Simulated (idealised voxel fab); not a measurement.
process module | voxel released beams
cross-section cut | 185 nm wide | cells 5 nm
A cross-section is a grid of square cells, given in bands from the top down. A band is one or more rows of cells.
Each band's line starts with the height of the band's top and of its bottom, in nm. Then come its materials from left to right, each with its width in nm. One material with "throughout" fills the band from edge to edge. "air" is empty space.
Height 0 is the level under which the wafer as received is all one material. The lowest band goes on downwards, as in "0 down".
A width such as "30 to 40" changes by the same amount from each row of cells to the next, from the band's top row to its bottom row.
"no change" after a step means that no cell of the cross-section changed.
closed voids: empty space of 8 cells or more with no open way to the top, each as width x height at its distance from the left edge, in nm
after a step's settings: what the simulator itself notes on the step
overlay nm, on a step with a mask: how far to the right of its planned place the mask lay; to the left if negative
plan
1 op RECEIVE | material Si
2 op CONFORMAL_DEP | material Al2O3 | thk nm 10
3 op DIRECTIONAL_DEP | material SiO2 | thk nm 15
4 op DIRECTIONAL_DEP | material aC | thk nm 15
5 op PATTERN | tone open | mask id ANCHOR | material resist | width nm 40 | thk nm 35 | overlay nm -15
6 op DIRECTIONAL_ETCH | etch materials aC | depth nm 15
7 op STRIP | etch materials resist
8 op DIRECTIONAL_ETCH | etch materials SiO2 | depth nm 15
9 op STRIP | etch materials aC
10 op CONFORMAL_DEP | material W | thk nm 15
11 op MASKED_ETCH | tone cover | mask id BEAM | width nm 105 | etch materials W | depth nm 15 | overlay nm 0
12 op STRIP | etch materials SiO2
varied across the wafers: overlay nm of step 5. The plan shows the first wafer's value. All wafers start alike
first wafer as received, after step 1
  0 down: Si throughout
  closed voids: none
first wafer at the end, after step 12
  40 to 25: air 35 | W 5 | air 10 | W 90 | air 45
  25 to 10: air 25 | W 40 | air 120
  10 to 0: Al2O3 throughout
  0 down: Si throughout
  closed voids: none
last wafer at the end
  40 to 25: air 35 | W 35 | air 10 | W 60 | air 45
  25 to 10: air 55 | W 40 | air 90
  10 to 0: Al2O3 throughout
  0 down: Si throughout
  closed voids: none
each wafer at the end: cells of each material gained (+) or lost (-) since it was received, then its closed voids
overlay nm -15 | +74 Al2O3 | +81 W | closed voids: none
overlay nm -10 | +74 Al2O3 | +81 W | closed voids: none
overlay nm -5 | +74 Al2O3 | +81 W | closed voids: none
overlay nm 0 | +74 Al2O3 | +81 W | closed voids: none
overlay nm 5 | +74 Al2O3 | +81 W | closed voids: none
overlay nm 10 | +74 Al2O3 | +81 W | closed voids: none
overlay nm 15 | +74 Al2O3 | +81 W | closed voids: none
